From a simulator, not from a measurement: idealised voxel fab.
process module | voxel self aligned vias
cross-section cut | 275 nm wide | cells 5 nm
A cross-section is a grid of square cells, given in bands from the top down. A band is one or more rows of cells.
Each band's line starts with the height of the band's top and of its bottom, in nm. Then come its materials from left to right, each with its width in nm. One material with "throughout" fills the band from edge to edge. "air" is empty space.
Height 0 is the level under which the wafer as received is all one material. The lowest band goes on downwards, as in "0 down".
A width such as "30 to 40" changes by the same amount from each row of cells to the next, from the band's top row to its bottom row.
"no change" after a step means that no cell of the cross-section changed.
closed voids: empty space of 8 cells or more with no open way to the top, each as width x height at its distance from the left edge, in nm
after a step's settings: what the simulator itself notes on the step
overlay nm, on a step with a mask: how far to the right of its planned place the mask lay; to the left if negative
plan
1 op RECEIVE | material Si
2 op CONFORMAL_DEP | material SiO2 | thk nm 15
3 op CONFORMAL_DEP | material SiCN | thk nm 5
4 op DIRECTIONAL_DEP | material SiO2 | thk nm 20
5 op PATTERN | tone open | mask id LINES | material resist | width nm 25 | pitch nm 75 | thk nm 15 | overlay nm 0
6 op DIRECTIONAL_ETCH | etch materials SiO2 | depth nm 25
7 op STRIP | etch materials resist
8 op CONFORMAL_DEP | material TiN | thk nm 5
9 op FILL_DEP | material Ru | thk nm 10
10 op CMP | height nm 45
11 op SELECTIVE_ETCH | etch materials W Ru TiN | depth nm 10
12 op FILL_DEP | material SiN | thk nm 5
13 op CMP | height nm 45
14 op DIRECTIONAL_DEP | material SiO2 | thk nm 15
15 op PATTERN | tone open | mask id VIAS | material resist | width nm 45 | pitch nm 150 | thk nm 20 | overlay nm 0
16 op DIRECTIONAL_ETCH | etch materials SiO2 | depth nm 15
17 op DIRECTIONAL_ETCH | etch materials SiN | depth nm 10
18 op STRIP | etch materials resist
19 op CONFORMAL_DEP | material TiN | thk nm 5
20 op FILL_DEP | material W | thk nm 5
21 op CMP | height nm 60
22 op CONFORMAL_DEP | material SiN | thk nm 5
varied across the wafers: thk nm of step 4. The plan shows the first wafer's value. All wafers start alike
first wafer as received, after step 1
  0 down: Si throughout
  closed voids: none
each wafer at the end: cells of each material gained (+) or lost (-) since it was received, then its closed voids
thk nm 20 | +18 Ru | +55 SiCN | +97 SiN | +436 SiO2 | +61 TiN | +48 W | closed voids: none
thk nm 25 | +18 Ru | +55 SiCN | +65 SiN | +476 SiO2 | +61 TiN | +40 W | closed voids: none
thk nm 30 | +9 Ru | +55 SiCN | +65 SiN | +491 SiO2 | +55 TiN | +40 W | closed voids: none
thk nm 35 | +55 SiCN | +65 SiN | +506 SiO2 | +49 TiN | +40 W | closed voids: none
thk nm 40 | +55 SiCN | +65 SiN | +521 SiO2 | +34 TiN | +40 W | closed voids: none
